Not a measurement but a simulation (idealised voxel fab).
Title: Process Module voxel trench capacitor
290 nm wide, 5 nm square cells: that's cross-section cut.
Cross-section format: a grid of square cells, given as bands from top to bottom; each band is one or more rows of cells.
Heads up on the band format: heights come first, top then bottom, in nm. After that it's the materials left to right, each with its width in nm. A single material flagged "all across" fills the whole band edge to edge, and "empty" means there's empty space there.
Heights are reckoned from 0. Under this level, the received wafer is all of one material. The bottommost band is open-ended downward, for example "0 down".
The two numbers in a width such as "30..40" mark its ends across the band: the first belongs to the top row of cells, the second to the bottom row, and from each row to the next the width moves by the same amount.
Reading "nothing got changed" for a step: not a cell of the cross-section changed in it.
For the entry "Enclosed internal cavities", the listed items are empty spaces with no open way to the top whose size is 8 cells or more; each item follows the pattern width x height at distance, where distance is from the left edge and all three are in nm.
Note: text after step settings on the step line = simulator remark on that step.
A step line may carry the setting "overlay nm", which, for steps involving a mask, states the distance by which the mask lay to the right of its intended position; negative values denote displacement to the left.

Planned process steps:
1: RECEIVE with material Si
2: CONFORMAL_DEP with material SiN, thk nm 10
3: PATTERN with tone open, mask id TRENCH, material resist, width nm 15, pitch nm 35, thk nm 15, overlay nm 0
4: DIRECTIONAL_ETCH with etch materials SiN, depth nm 10
5: DIRECTIONAL_ETCH with etch materials Si, depth nm 25
6: STRIP with etch materials resist
7: CONFORMAL_DEP with material Al2O3, thk nm 5
8: FILL_DEP with material polySi, thk nm 10
9: CMP with height nm 10

as received, after step 1:
	0 down | Si all across
	Enclosed internal cavities: none

Look at the cross-section after the module: the wafer started out the way shown above and the plan was the one shown above, yet one mistake was made along the way:
	10 to 0 | SiN: 100  Al2O3: 5  polySi: 5  Al2O3: 5  SiN: 20  Al2O3: 5  polySi: 5  Al2O3: 5  SiN: 20  Al2O3: 5  polySi: 5  Al2O3: 5  SiN: 105
	0 to -45 | Si: 100  Al2O3: 5  polySi: 5  Al2O3: 5  Si: 20  Al2O3: 5  polySi: 5  Al2O3: 5  Si: 20  Al2O3: 5  polySi: 5  Al2O3: 5  Si: 105
	-45 to -50 | Si: 100  Al2O3: 15  Si: 20  Al2O3: 15  Si: 20  Al2O3: 15  Si: 105
	-50 down | Si all across
	Enclosed internal cavities: none
In executing the process, a mistake was made relative to the plan: twice over, step 5 of the plan was run
